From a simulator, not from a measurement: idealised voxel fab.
Process module under the name voxel double patterning
The cross-section on display is named cut; it measures 235 nm wide, and its cells are 5 nm squares.
Reading order for cross-sections: top band down to bottom band. Underlying form: a grid of square cells. Band size: one or more rows of cells.
Band: top and bottom heights (nm) first, top before bottom; then materials from left to right, widths in nm. "edge to edge" marks a sole material filling the band edge to edge. "empty" denotes empty space.
Height 0 is the level under which the wafer as received is all one material. The lowest band goes on downwards, as in "top 0, no bottom".
You'd read "30..40" like this: the band's top row of cells is as wide as the first number, its bottom row is as wide as the second, and going down, every row changes width by the same amount as the row before did.
"nothing was modified", as given for a step, is the statement that not any cell of the cross-section underwent a change during that step.
The list in "Voids, sealed" covers empty spaces of 8 cells or more that cannot reach the top through any open way, and it gives each as width x height at distance; the distance is from the left edge, and width, height and distance are in nm.
What comes after the settings on a step's line is commentary from the simulator itself on that step.
overlay nm: where the mask lay relative to plan, measured to the right, on steps with a mask; negatives go left.
Steps in the process plan
1,RECEIVE, material Si
2,CONFORMAL_DEP, material SiN, thk nm 10
3,DIRECTIONAL_DEP, material SiO2, thk nm 20
4,DIRECTIONAL_DEP, material SiCN, thk nm 5
5,MASKED_ETCH, tone open, mask id FIRST, width nm 15, pitch nm 50, etch materials SiCN, depth nm 5, overlay nm 0
6,DIRECTIONAL_DEP, material aC, thk nm 15
7,PATTERN, tone open, mask id SECOND, material resist, width nm 15, pitch nm 50, thk nm 35, overlay nm 0
8,DIRECTIONAL_ETCH, etch materials aC, depth nm 15
9,STRIP, etch materials resist
10,DIRECTIONAL_ETCH, etch materials SiCN, depth nm 5
11,STRIP, etch materials aC
12,DIRECTIONAL_ETCH, etch materials SiO2, depth nm 20
13,STRIP, etch materials SiCN
The first of two wafers, run as planned
As received, after step 1
* top 0, no bottom  Si edge to edge
* Voids, sealed: none
How the wafer stands in section after step 2
* top 10, bottom 0  SiN edge to edge
* Whatever lies below 0 is exactly as it was before.
How the wafer stands in section after step 3
* top 30, bottom 10  SiO2 edge to edge
* Whatever lies below 10 is exactly as it was before.
How the wafer stands in section after step 4
* top 35, bottom 30  SiCN edge to edge
* Whatever lies below 30 is exactly as it was before.
How the wafer stands in section after step 5
* top 35, bottom 30  SiCN 60 | empty 15 | SiCN 35 | empty 15 | SiCN 35 | empty 15 | SiCN 60
* Whatever lies below 30 is exactly as it was before.
How the wafer stands in section after step 6
* top 50, bottom 45  aC 60 | empty 15 | aC 35 | empty 15 | aC 35 | empty 15 | aC 60
* top 45, bottom 35  aC edge to edge
* top 35, bottom 30  SiCN 60 | aC 15 | SiCN 35 | aC 15 | SiCN 35 | aC 15 | SiCN 60
* Whatever lies below 30 is exactly as it was before.
How the wafer stands in section after step 7
* top 85, bottom 50  resist 85 | empty 15 | resist 35 | empty 15 | resist 85
* top 50, bottom 45  aC 60 | resist 15 | aC 35 | resist 15 | aC 35 | resist 15 | aC 60
* Whatever lies below 45 is exactly as it was before.
How the wafer stands in section after step 8
* top 70, bottom 50  resist 85 | empty 15 | resist 35 | empty 15 | resist 85
* top 50, bottom 45  aC 60 | resist 15 | aC 10 | empty 15 | aC 10 | resist 15 | aC 10 | empty 15 | aC 10 | resist 15 | aC 60
* top 45, bottom 35  aC 85 | empty 15 | aC 35 | empty 15 | aC 85
* Whatever lies below 35 is exactly as it was before.
How the wafer stands in section after step 9
* top 50, bottom 45  aC 60 | empty 15 | aC 10 | empty 15 | aC 10 | empty 15 | aC 10 | empty 15 | aC 10 | empty 15 | aC 60
* Whatever lies below 45 is exactly as it was before.
How the wafer stands in section after step 10
* top 50, bottom 45  aC 60 | empty 15 | aC 10 | empty 15 | aC 10 | empty 15 | aC 10 | empty 15 | aC 10 | empty 15 | aC 60
* top 45, bottom 35  aC 85 | empty 15 | aC 35 | empty 15 | aC 85
* top 35, bottom 30  SiCN 60 | aC 15 | SiCN 10 | empty 15 | SiCN 10 | aC 15 | SiCN 10 | empty 15 | SiCN 10 | aC 15 | SiCN 60
* Whatever lies below 30 is exactly as it was before.
How the wafer stands in section after step 11
* top 35, bottom 30  SiCN 60 | empty 15 | SiCN 10 | empty 15 | SiCN 10 | empty 15 | SiCN 10 | empty 15 | SiCN 10 | empty 15 | SiCN 60
* Whatever lies below 30 is exactly as it was before.
How the wafer stands in section after step 12
* top 35, bottom 30  SiCN 60 | empty 15 | SiCN 10 | empty 15 | SiCN 10 | empty 15 | SiCN 10 | empty 15 | SiCN 10 | empty 15 | SiCN 60
* top 30, bottom 10  SiO2 60 | empty 15 | SiO2 10 | empty 15 | SiO2 10 | empty 15 | SiO2 10 | empty 15 | SiO2 10 | empty 15 | SiO2 60
* Whatever lies below 10 is exactly as it was before.
How the wafer stands in section after step 13
* top 30, bottom 10  SiO2 60 | empty 15 | SiO2 10 | empty 15 | SiO2 10 | empty 15 | SiO2 10 | empty 15 | SiO2 10 | empty 15 | SiO2 60
* Whatever lies below 10 is exactly as it was before.
The second wafer was prepared from the same starting point and under the same plan as the first; its processing contained one mistake, and it remains indistinguishable from the first wafer up to and including step 4
Second wafer, cut view, end of step 5 per plan
* top 35, bottom 30  SiCN 55 | empty 25 | SiCN 25 | empty 25 | SiCN 25 | empty 25 | SiCN 55
* Whatever lies below 30 is exactly as it was before.
Second wafer, cut view, end of step 6 per plan
* top 50, bottom 45  aC 55 | empty 25 | aC 25 | empty 25 | aC 25 | empty 25 | aC 55
* top 45, bottom 35  aC edge to edge
* top 35, bottom 30  SiCN 55 | aC 25 | SiCN 25 | aC 25 | SiCN 25 | aC 25 | SiCN 55
* Whatever lies below 30 is exactly as it was before.
Second wafer, cut view, end of step 7 per plan
* top 85, bottom 50  resist 85 | empty 15 | resist 35 | empty 15 | resist 85
* top 50, bottom 45  aC 55 | resist 25 | aC 25 | resist 25 | aC 25 | resist 25 | aC 55
* Whatever lies below 45 is exactly as it was before.
Second wafer, cut view, end of step 8 per plan
* top 70, bottom 50  resist 85 | empty 15 | resist 35 | empty 15 | resist 85
* top 50, bottom 45  aC 55 | resist 25 | aC 5 | empty 15 | aC 5 | resist 25 | aC 5 | empty 15 | aC 5 | resist 25 | aC 55
* top 45, bottom 35  aC 85 | empty 15 | aC 35 | empty 15 | aC 85
* Whatever lies below 35 is exactly as it was before.
Second wafer, cut view, end of step 9 per plan
* top 50, bottom 45  aC 55 | empty 25 | aC 5 | empty 15 | aC 5 | empty 25 | aC 5 | empty 15 | aC 5 | empty 25 | aC 55
* Whatever lies below 45 is exactly as it was before.
Second wafer, cut view, end of step 10 per plan
* top 50, bottom 45  aC 55 | empty 25 | aC 5 | empty 15 | aC 5 | empty 25 | aC 5 | empty 15 | aC 5 | empty 25 | aC 55
* top 45, bottom 35  aC 85 | empty 15 | aC 35 | empty 15 | aC 85
* top 35, bottom 30  SiCN 55 | aC 25 | SiCN 5 | empty 15 | SiCN 5 | aC 25 | SiCN 5 | empty 15 | SiCN 5 | aC 25 | SiCN 55
* Whatever lies below 30 is exactly as it was before.
Second wafer, cut view, end of step 11 per plan
* top 35, bottom 30  SiCN 55 | empty 25 | SiCN 5 | empty 15 | SiCN 5 | empty 25 | SiCN 5 | empty 15 | SiCN 5 | empty 25 | SiCN 55
* Whatever lies below 30 is exactly as it was before.
Second wafer, cut view, end of step 12 per plan
* top 35, bottom 30  SiCN 55 | empty 25 | SiCN 5 | empty 15 | SiCN 5 | empty 25 | SiCN 5 | empty 15 | SiCN 5 | empty 25 | SiCN 55
* top 30, bottom 10  SiO2 55 | empty 25 | SiO2 5 | empty 15 | SiO2 5 | empty 25 | SiO2 5 | empty 15 | SiO2 5 | empty 25 | SiO2 55
* Whatever lies below 10 is exactly as it was before.
Second wafer, cut view, end of step 13 per plan
* top 30, bottom 10  SiO2 55 | empty 25 | SiO2 5 | empty 15 | SiO2 5 | empty 25 | SiO2 5 | empty 15 | SiO2 5 | empty 25 | SiO2 55
* Whatever lies below 10 is exactly as it was before.
what went wrong: step 5 off recipe, ran as MASKED_ETCH, tone open, mask id FIRST, width nm 25, pitch nm 50, etch materials SiCN, depth nm 5, overlay nm 0
Final comparison by cell count, materials where the second wafer has more or fewer than the first: 24 fewer of SiO2
